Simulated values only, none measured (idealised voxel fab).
Herein follows the process module entitled voxel wiring stack.
This is section cut - it's 145 nm across, gridded in 5 nm square cells.
Cross-section = grid of square cells, listed top down in bands; band = one or more rows.
Read a band's entry like this: the first values are the height of its top and the height of its bottom in nm, and what follows is the sequence of materials from left to right, each with its width in nm. Note that "air" is empty space, and that a single material marked "throughout" reaches across the band from edge to edge.
The level at which height equals 0 is the one under which the wafer, as it arrives, is entirely one material. No lower edge exists for the bottom band, which continues downward and is notated as in "0 down".
Note: "30 to 40" means the width goes from the first number (top row of the band) to the second number (bottom row) in equal steps per row of cells.
Reading "nothing got changed" for a step: not a cell of the cross-section changed in it.
If an empty space has no open way to the top and is at least 8 cells in size, "Completely enclosed voids" lists it, written width x height at distance, where distance is measured from the left edge and every value is in nm.
Read whatever lies past the settings on a step's line as the simulator's own remark about the step.
What "overlay nm" on a step's line means: if the step has a mask, that mask lay this far to the right of its planned place, or, when the value is negative, to the left.
[Listed below are the process steps as planned]
1. RECEIVE, material Si
2. CONFORMAL_DEP, material SiO2, thk nm 15
3. DIRECTIONAL_DEP, material TiN, thk nm 5
4. DIRECTIONAL_DEP, material W, thk nm 15
5. MASKED_ETCH, tone cover, mask id METAL_1, width nm 20, pitch nm 45, etch materials W, depth nm 15, overlay nm 0
6. MASKED_ETCH, tone cover, mask id METAL_1, width nm 20, pitch nm 45, etch materials TiN, depth nm 5, overlay nm 0
7. FILL_DEP, material lowk, thk nm 5
8. CMP, height nm 35
9. CONFORMAL_DEP, material SiCN, thk nm 5
10. DIRECTIONAL_DEP, material lowk, thk nm 15
11. DIRECTIONAL_DEP, material aC, thk nm 15
12. PATTERN, tone open, mask id PLUG_1, material resist, width nm 15, thk nm 30, overlay nm 0
13. DIRECTIONAL_ETCH, etch materials aC, depth nm 15
14. STRIP, etch materials resist
15. DIRECTIONAL_ETCH, etch materials lowk, depth nm 15
16. DIRECTIONAL_ETCH, etch materials SiCN, depth nm 5
17. STRIP, etch materials aC
18. CONFORMAL_DEP, material TiN, thk nm 5
19. FILL_DEP, material Ru, thk nm 5
20. CMP, height nm 55
21. CONFORMAL_DEP, material SiN, thk nm 5
22. DIRECTIONAL_DEP, material SiO2, thk nm 15
23. PATTERN, tone open, mask id METAL_2, material resist, width nm 20, pitch nm 45, thk nm 20, overlay nm 0
24. DIRECTIONAL_ETCH, etch materials SiO2, depth nm 15
25. DIRECTIONAL_ETCH, etch materials SiN, depth nm 5
26. STRIP, etch materials resist
27. CONFORMAL_DEP, material TiN, thk nm 5
28. FILL_DEP, material Ru, thk nm 10
29. CMP, height nm 75
30. CONFORMAL_DEP, material SiN, thk nm 5
[The first of a set of two wafers, run to plan]
[The cross-section here shows the wafer as received, i.e. in its state after step 1]
0 down  Si throughout
Completely enclosed voids: none
[Wafer section view after processing step 2]
15 to 0  SiO2 throughout
Rest of section, below 0: as before.
[Wafer section view after processing step 3]
20 to 15  TiN throughout
Rest of section, below 15: as before.
[Wafer section view after processing step 4]
35 to 20  W throughout
Rest of section, below 20: as before.
[Wafer section view after processing step 5]
35 to 20  40 of air, then 20 of W, then 25 of air, then 20 of W, then 40 of air
Rest of section, below 20: as before.
[Wafer section view after processing step 6]
35 to 20  40 of air, then 20 of W, then 25 of air, then 20 of W, then 40 of air
20 to 15  40 of air, then 20 of TiN, then 25 of air, then 20 of TiN, then 40 of air
Rest of section, below 15: as before.
[Wafer section view after processing step 7]
40 to 35  lowk throughout
35 to 20  40 of lowk, then 20 of W, then 25 of lowk, then 20 of W, then 40 of lowk
20 to 15  40 of lowk, then 20 of TiN, then 25 of lowk, then 20 of TiN, then 40 of lowk
Rest of section, below 15: as before.
[Wafer section view after processing step 8]
35 to 20  40 of lowk, then 20 of W, then 25 of lowk, then 20 of W, then 40 of lowk
Rest of section, below 20: as before.
[Wafer section view after processing step 9]
40 to 35  SiCN throughout
Rest of section, below 35: as before.
[Wafer section view after processing step 10]
55 to 40  lowk throughout
Rest of section, below 40: as before.
[Wafer section view after processing step 11]
70 to 55  aC throughout
Rest of section, below 55: as before.
[Wafer section view after processing step 12]
100 to 70  40 of resist, then 15 of air, then 90 of resist
Rest of section, below 70: as before.
[Wafer section view after processing step 13]
85 to 70  40 of resist, then 15 of air, then 90 of resist
70 to 55  40 of aC, then 15 of air, then 90 of aC
Rest of section, below 55: as before.
[Wafer section view after processing step 14]
70 to 55  40 of aC, then 15 of air, then 90 of aC
Rest of section, below 55: as before.
[Wafer section view after processing step 15]
70 to 55  40 of aC, then 15 of air, then 90 of aC
55 to 40  40 of lowk, then 15 of air, then 90 of lowk
Rest of section, below 40: as before.
[Wafer section view after processing step 16]
70 to 55  40 of aC, then 15 of air, then 90 of aC
55 to 40  40 of lowk, then 15 of air, then 90 of lowk
40 to 35  40 of SiCN, then 15 of air, then 90 of SiCN
Rest of section, below 35: as before.
[Wafer section view after processing step 17]
55 to 40  40 of lowk, then 15 of air, then 90 of lowk
Rest of section, below 40: as before.
[Wafer section view after processing step 18]
60 to 55  45 of TiN, then 5 of air, then 95 of TiN
55 to 40  40 of lowk, then 5 of TiN, then 5 of air, then 5 of TiN, then 90 of lowk
40 to 35  40 of SiCN, then 15 of TiN, then 90 of SiCN
Rest of section, below 35: as before.
[Wafer section view after processing step 19]
65 to 60  Ru throughout
60 to 55  45 of TiN, then 5 of Ru, then 95 of TiN
55 to 40  40 of lowk, then 5 of TiN, then 5 of Ru, then 5 of TiN, then 90 of lowk
Rest of section, below 40: as before.
[Wafer section view after processing step 20]
55 to 40  40 of lowk, then 5 of TiN, then 5 of Ru, then 5 of TiN, then 90 of lowk
Rest of section, below 40: as before.
[Wafer section view after processing step 21]
60 to 55  SiN throughout
Rest of section, below 55: as before.
[Wafer section view after processing step 22]
75 to 60  SiO2 throughout
Rest of section, below 60: as before.
[Wafer section view after processing step 23]
95 to 75  40 of resist, then 20 of air, then 25 of resist, then 20 of air, then 40 of resist
Rest of section, below 75: as before.
[Wafer section view after processing step 24]
95 to 75  40 of resist, then 20 of air, then 25 of resist, then 20 of air, then 40 of resist
75 to 60  40 of SiO2, then 20 of air, then 25 of SiO2, then 20 of air, then 40 of SiO2
Rest of section, below 60: as before.
[Wafer section view after processing step 25]
95 to 75  40 of resist, then 20 of air, then 25 of resist, then 20 of air, then 40 of resist
75 to 60  40 of SiO2, then 20 of air, then 25 of SiO2, then 20 of air, then 40 of SiO2
60 to 55  40 of SiN, then 20 of air, then 25 of SiN, then 20 of air, then 40 of SiN
Rest of section, below 55: as before.
[Wafer section view after processing step 26]
75 to 60  40 of SiO2, then 20 of air, then 25 of SiO2, then 20 of air, then 40 of SiO2
Rest of section, below 60: as before.
[Wafer section view after processing step 27]
80 to 75  45 of TiN, then 10 of air, then 35 of TiN, then 10 of air, then 45 of TiN
75 to 60  40 of SiO2, then 5 of TiN, then 10 of air, then 5 of TiN, then 25 of SiO2, then 5 of TiN, then 10 of air, then 5 of TiN, then 40 of SiO2
60 to 55  40 of SiN, then 20 of TiN, then 25 of SiN, then 20 of TiN, then 40 of SiN
Rest of section, below 55: as before.
[Wafer section view after processing step 28]
90 to 80  Ru throughout
80 to 75  45 of TiN, then 10 of Ru, then 35 of TiN, then 10 of Ru, then 45 of TiN
75 to 60  40 of SiO2, then 5 of TiN, then 10 of Ru, then 5 of TiN, then 25 of SiO2, then 5 of TiN, then 10 of Ru, then 5 of TiN, then 40 of SiO2
Rest of section, below 60: as before.
[Wafer section view after processing step 29]
75 to 60  40 of SiO2, then 5 of TiN, then 10 of Ru, then 5 of TiN, then 25 of SiO2, then 5 of TiN, then 10 of Ru, then 5 of TiN, then 40 of SiO2
Rest of section, below 60: as before.
[Wafer section view after processing step 30]
80 to 75  SiN throughout
Rest of section, below 75: as before.
[It is to be noted that the second wafer proceeded from the same initial state and according to the same plan as the first, although one mistake was committed in its execution; through step 1, inclusive, the two wafers share an identical history]
[Second wafer: cross-section at the scheduled end of step 2]
30 to 0  SiO2 throughout
Rest of section, below 0: as before.
[Second wafer: cross-section at the scheduled end of step 3]
35 to 30  TiN throughout
Rest of section, below 30: as before.
[Second wafer: cross-section at the scheduled end of step 4]
50 to 35  W throughout
Rest of section, below 35: as before.
[Second wafer: cross-section at the scheduled end of step 5]
50 to 35  40 of air, then 20 of W, then 25 of air, then 20 of W, then 40 of air
Rest of section, below 35: as before.
[Second wafer: cross-section at the scheduled end of step 6]
50 to 35  40 of air, then 20 of W, then 25 of air, then 20 of W, then 40 of air
35 to 30  40 of air, then 20 of TiN, then 25 of air, then 20 of TiN, then 40 of air
Rest of section, below 30: as before.
[Second wafer: cross-section at the scheduled end of step 7]
55 to 50  lowk throughout
50 to 35  40 of lowk, then 20 of W, then 25 of lowk, then 20 of W, then 40 of lowk
35 to 30  40 of lowk, then 20 of TiN, then 25 of lowk, then 20 of TiN, then 40 of lowk
Rest of section, below 30: as before.
[Second wafer: cross-section at the scheduled end of step 8]
35 to 30  40 of lowk, then 20 of TiN, then 25 of lowk, then 20 of TiN, then 40 of lowk
Rest of section, below 30: as before.
[Second wafer: cross-section at the scheduled end of step 9]
40 to 35  SiCN throughout
Rest of section, below 35: as before.
[Second wafer: cross-section at the scheduled end of step 10]
55 to 40  lowk throughout
Rest of section, below 40: as before.
[Second wafer: cross-section at the scheduled end of step 11]
70 to 55  aC throughout
Rest of section, below 55: as before.
[Second wafer: cross-section at the scheduled end of step 12]
100 to 70  40 of resist, then 15 of air, then 90 of resist
Rest of section, below 70: as before.
[Second wafer: cross-section at the scheduled end of step 13]
85 to 70  40 of resist, then 15 of air, then 90 of resist
70 to 55  40 of aC, then 15 of air, then 90 of aC
Rest of section, below 55: as before.
[Second wafer: cross-section at the scheduled end of step 14]
70 to 55  40 of aC, then 15 of air, then 90 of aC
Rest of section, below 55: as before.
[Second wafer: cross-section at the scheduled end of step 15]
70 to 55  40 of aC, then 15 of air, then 90 of aC
55 to 40  40 of lowk, then 15 of air, then 90 of lowk
Rest of section, below 40: as before.
[Second wafer: cross-section at the scheduled end of step 16]
70 to 55  40 of aC, then 15 of air, then 90 of aC
55 to 40  40 of lowk, then 15 of air, then 90 of lowk
40 to 35  40 of SiCN, then 15 of air, then 90 of SiCN
Rest of section, below 35: as before.
[Second wafer: cross-section at the scheduled end of step 17]
55 to 40  40 of lowk, then 15 of air, then 90 of lowk
Rest of section, below 40: as before.
[Second wafer: cross-section at the scheduled end of step 18]
60 to 55  45 of TiN, then 5 of air, then 95 of TiN
55 to 40  40 of lowk, then 5 of TiN, then 5 of air, then 5 of TiN, then 90 of lowk
40 to 35  40 of SiCN, then 15 of TiN, then 90 of SiCN
Rest of section, below 35: as before.
[Second wafer: cross-section at the scheduled end of step 19]
65 to 60  Ru throughout
60 to 55  45 of TiN, then 5 of Ru, then 95 of TiN
55 to 40  40 of lowk, then 5 of TiN, then 5 of Ru, then 5 of TiN, then 90 of lowk
Rest of section, below 40: as before.
[Second wafer: cross-section at the scheduled end of step 20]
55 to 40  40 of lowk, then 5 of TiN, then 5 of Ru, then 5 of TiN, then 90 of lowk
Rest of section, below 40: as before.
[Second wafer: cross-section at the scheduled end of step 21]
60 to 55  SiN throughout
Rest of section, below 55: as before.
[Second wafer: cross-section at the scheduled end of step 22]
75 to 60  SiO2 throughout
Rest of section, below 60: as before.
[Second wafer: cross-section at the scheduled end of step 23]
95 to 75  40 of resist, then 20 of air, then 25 of resist, then 20 of air, then 40 of resist
Rest of section, below 75: as before.
[Second wafer: cross-section at the scheduled end of step 24]
95 to 75  40 of resist, then 20 of air, then 25 of resist, then 20 of air, then 40 of resist
75 to 60  40 of SiO2, then 20 of air, then 25 of SiO2, then 20 of air, then 40 of SiO2
Rest of section, below 60: as before.
[Second wafer: cross-section at the scheduled end of step 25]
95 to 75  40 of resist, then 20 of air, then 25 of resist, then 20 of air, then 40 of resist
75 to 60  40 of SiO2, then 20 of air, then 25 of SiO2, then 20 of air, then 40 of SiO2
60 to 55  40 of SiN, then 20 of air, then 25 of SiN, then 20 of air, then 40 of SiN
Rest of section, below 55: as before.
[Second wafer: cross-section at the scheduled end of step 26]
75 to 60  40 of SiO2, then 20 of air, then 25 of SiO2, then 20 of air, then 40 of SiO2
Rest of section, below 60: as before.
[Second wafer: cross-section at the scheduled end of step 27]
80 to 75  45 of TiN, then 10 of air, then 35 of TiN, then 10 of air, then 45 of TiN
75 to 60  40 of SiO2, then 5 of TiN, then 10 of air, then 5 of TiN, then 25 of SiO2, then 5 of TiN, then 10 of air, then 5 of TiN, then 40 of SiO2
60 to 55  40 of SiN, then 20 of TiN, then 25 of SiN, then 20 of TiN, then 40 of SiN
Rest of section, below 55: as before.
[Second wafer: cross-section at the scheduled end of step 28]
90 to 80  Ru throughout
80 to 75  45 of TiN, then 10 of Ru, then 35 of TiN, then 10 of Ru, then 45 of TiN
75 to 60  40 of SiO2, then 5 of TiN, then 10 of Ru, then 5 of TiN, then 25 of SiO2, then 5 of TiN, then 10 of Ru, then 5 of TiN, then 40 of SiO2
Rest of section, below 60: as before.
[Second wafer: cross-section at the scheduled end of step 29]
75 to 60  40 of SiO2, then 5 of TiN, then 10 of Ru, then 5 of TiN, then 25 of SiO2, then 5 of TiN, then 10 of Ru, then 5 of TiN, then 40 of SiO2
Rest of section, below 60: as before.
[Second wafer: cross-section at the scheduled end of step 30]
80 to 75  SiN throughout
Rest of section, below 75: as before.
Deviation from plan: execution of plan step 2 occurred twice
In the final state, the cell counts of the second wafer exceed or fall short of those of the first for the following materials: SiO2: 87 more, W: 24 fewer, lowk: 63 fewer
